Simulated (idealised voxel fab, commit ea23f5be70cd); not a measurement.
process module | voxel released beams
cross-section cut | 160 nm wide | cells 5 nm
A cross-section is a grid of square cells, given in bands from the top down. A band is one or more rows of cells.
Each band's line starts with the height of the band's top and of its bottom, in nm. Then come its materials from left to right, each with its width in nm. One material with "throughout" fills the band from edge to edge. "air" is empty space.
Height 0 is the level under which the wafer as received is all one material. The lowest band goes on downwards, as in "0 down".
A width such as "30 to 40" changes by the same amount from each row of cells to the next, from the band's top row to its bottom row.
"no change" after a step means that no cell of the cross-section changed.
closed voids: empty space of 8 cells or more with no open way to the top, each as width x height at its distance from the left edge, in nm
after a step's settings: what the simulator itself notes on the step
overlay nm, on a step with a mask: how far to the right of its planned place the mask lay; to the left if negative
plan
1 op RECEIVE | material Si
2 op CONFORMAL_DEP | material SiN | thk nm 5
3 op DIRECTIONAL_DEP | material SiO2 | thk nm 20
4 op MASKED_ETCH | tone open | mask id ANCHOR | width nm 45 | etch materials SiO2 | depth nm 20 | overlay nm 0
5 op CONFORMAL_DEP | material polySi | thk nm 15
6 op MASKED_ETCH | tone cover | mask id BEAM | width nm 115 | etch materials polySi | depth nm 15 | overlay nm 0
7 op STRIP | etch materials SiO2
as received, after step 1
  0 down: Si throughout
  closed voids: none
first wafer at the end, as planned
  40 to 25: air 20 | polySi 20 | air 15 | polySi 80 | air 25
  25 to 20: air 25 | polySi 15 | air 15 | polySi 15 | air 90
  20 to 5: air 25 | polySi 45 | air 90
  5 to 0: SiN throughout
  0 down: Si throughout
  closed voids: none
second wafer at the end: like start, like plan, one mistake
  25 to 5: air 25 | polySi 15 | air 15 | polySi 15 | air 90
  5 to 0: SiN throughout
  0 down: Si throughout
  closed voids: none
what went wrong: step 6 ran as: op MASKED_ETCH | tone open | mask id BEAM | width nm 115 | etch materials polySi | depth nm 15 | overlay nm 0
at the end the second wafer has, in cells: 69 fewer of polySi
